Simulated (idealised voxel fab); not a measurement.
Module name: voxel self aligned contacts (process module)
Section cut is 205 nm wide and gridded with 5 nm square cells.
We lay out every cross-section as a grid of square cells and spell it out in bands from the top down, where one band means one or more rows of cells.
Top, bottom (nm), then materials left to right with widths (nm); lone material tagged "everywhere" fills the whole band edge to edge; "empty" = empty space.
Heights are measured from 0, the level below which the as-received wafer is all one material; the lowest band has no bottom and continues downward, written as in "0 down".
Read "30 to 40" as a graded width: first number on top, second number at the bottom, same change between each pair of neighbouring rows.
Reading "nothing changed" for a step: not a cell of the cross-section changed in it.
Entry "Unvented internal voids". Content: empty spaces with no open connection to the top, size 8 cells or greater. Each: width x height at distance. Distance: from left edge. Unit: nm.
Step line, after settings: the simulator's comment on this step.
If you see "overlay nm" on a step's line and that step has a mask, it's telling you how far right of where it was planned the mask ended up; a negative number means it went left instead.

## The following list gives the planned process steps
1 RECEIVE, material Si
2 OXIDIZE, depth nm 5
3 DIRECTIONAL_DEP, material polySi, thk nm 20
4 DIRECTIONAL_DEP, material SiN, thk nm 20
5 PATTERN, tone cover, mask id GATE, material resist, width nm 35, pitch nm 65, thk nm 20, overlay nm -5
6 DIRECTIONAL_ETCH, etch materials SiN, depth nm 20
7 DIRECTIONAL_ETCH, etch materials polySi, depth nm 20
8 STRIP, etch materials resist
9 CONFORMAL_DEP, material SiN, thk nm 5
10 DIRECTIONAL_ETCH, etch materials SiN, depth nm 5
11 FILL_DEP, material SiO2, thk nm 15
12 CMP, height nm 50
13 PATTERN, tone open, mask id CONTACT, material resist, width nm 40, pitch nm 65, thk nm 15, overlay nm 0
14 DIRECTIONAL_ETCH, etch materials SiO2, depth nm 55
15 STRIP, etch materials resist
16 CONFORMAL_DEP, material TiN, thk nm 5
17 FILL_DEP, material W, thk nm 5
18 CMP, height nm 50
19 CONFORMAL_DEP, material SiN, thk nm 5
Where the wafers of this document differ is in the overlay nm of step 5; they start out the same, and the plan states the value that applied to the first wafer.

## As received, i.e. after step 1: cross-section through the first of several wafers
  0 down = Si everywhere
  Unvented internal voids: none

## Per wafer, end of module: cells gained (+) or lost (-) per material since receipt, then closed voids
overlay nm -5; -41 Si; +173 SiN; +131 SiO2; +56 TiN; +48 W; +84 polySi; Unvented internal voids: none
overlay nm 0; -41 Si; +173 SiN; +131 SiO2; +56 TiN; +48 W; +84 polySi; Unvented internal voids: none
overlay nm 5; -41 Si; +173 SiN; +131 SiO2; +56 TiN; +48 W; +84 polySi; Unvented internal voids: none
